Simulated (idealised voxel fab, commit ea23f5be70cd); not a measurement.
The following is a process module called voxel self aligned vias.
We display cut, a cross-section 190 nm in width whose square cells are each 5 nm.
Bands, listed from the top down, are how a cross-section gets written in this document; the cross-section itself is a grid of square cells, and a band is one or more rows of them.
Heads up on the band format: heights come first, top then bottom, in nm. After that it's the materials left to right, each with its width in nm. A single material flagged "edge to edge" fills the whole band edge to edge, and "empty" means there's empty space there.
The level at which height equals 0 is the one under which the wafer, as it arrives, is entirely one material. No lower edge exists for the bottom band, which continues downward and is notated as in "0 nm and below".
The expression "30->40" gives the width at the extremes of the band, the first number at its top row of cells and the second at its bottom row, with the width changing by equal amounts from each row to the next in between.
Take "remained the same" at face value: in the step it is given for, the cross-section changed in none of its cells.
"Enclosed void list" - sealed voids, min. 8 cells, no opening to top; format: width x height at distance (distance from left edge; nm throughout).
Where a step's line continues beyond its settings, the continuation is a remark by the simulator itself on that step.
overlay nm: step with mask; distance mask lay right of planned place; negative value = left of planned place.

THIS SECTION LISTS THE PROCESS STEPS THAT WERE PLANNED
| 1 | RECEIVE [material Si] |
| 2 | CONFORMAL_DEP [material SiO2] [thk nm 10] |
| 3 | CONFORMAL_DEP [material SiCN] [thk nm 5] |
| 4 | DIRECTIONAL_DEP [material SiO2] [thk nm 25] |
| 5 | PATTERN [tone open] [mask id LINES] [material resist] [width nm 30] [pitch nm 80] [thk nm 20] [overlay nm 0] |
| 6 | DIRECTIONAL_ETCH [etch materials SiO2] [depth nm 25] |
| 7 | STRIP [etch materials resist] |
| 8 | CONFORMAL_DEP [material TiN] [thk nm 5] |
| 9 | FILL_DEP [material Ru] [thk nm 10] |
| 10 | CMP [height nm 40] |
| 11 | SELECTIVE_ETCH [etch materials W Ru TiN] [depth nm 10] |
| 12 | FILL_DEP [material SiN] [thk nm 10] |
| 13 | CMP [height nm 40] |
| 14 | DIRECTIONAL_DEP [material SiO2] [thk nm 15] |
| 15 | MASKED_ETCH [tone open] [mask id VIAS] [width nm 50] [pitch nm 80] [etch materials SiO2] [depth nm 15] [overlay nm 0] |
| 16 | MASKED_ETCH [tone open] [mask id VIAS] [width nm 50] [pitch nm 80] [etch materials SiN] [depth nm 10] [overlay nm 0] |
| 17 | CONFORMAL_DEP [material TiN] [thk nm 5] |
| 18 | FILL_DEP [material Cu] [thk nm 10] |
| 19 | CMP [height nm 55] |
| 20 | CONFORMAL_DEP [material SiCN] [thk nm 5] |

CROSS-SECTION OF THE WAFER AS IT CAME TO US, I.E., ALREADY THROUGH STEP 1
> 0 nm and below  Si edge to edge
> Enclosed void list: none

THE PLAN ABOVE WAS CARRIED OUT ON THE STARTING STRUCTURE ABOVE WITH ONE MISTAKE, AND THIS CROSS-SECTION SHOWS THE WAFER AT THE END OF THE MODULE
> 60 nm to 55 nm  SiCN edge to edge
> 55 nm to 45 nm  Cu=25, TiN=5, SiO2=50, TiN=5, Cu=20, TiN=5, SiO2=50, TiN=5, Cu=25
> 45 nm to 40 nm  TiN=30, SiO2=50, TiN=30, SiO2=50, TiN=30
> 40 nm to 30 nm  SiO2=40, SiN=30, SiO2=50, SiN=30, SiO2=40
> 30 nm to 20 nm  SiO2=40, TiN=5, Ru=20, TiN=5, SiO2=50, TiN=5, Ru=20, TiN=5, SiO2=40
> 20 nm to 15 nm  SiO2=40, TiN=30, SiO2=50, TiN=30, SiO2=40
> 15 nm to 10 nm  SiCN edge to edge
> 10 nm to 0 nm  SiO2 edge to edge
> 0 nm and below  Si edge to edge
> Enclosed void list: none
Misprocessing identified: planned and actual differ for step 15; actual: MASKED_ETCH [tone cover] [mask id VIAS] [width nm 50] [pitch nm 80] [etch materials SiO2] [depth nm 15] [overlay nm 0]
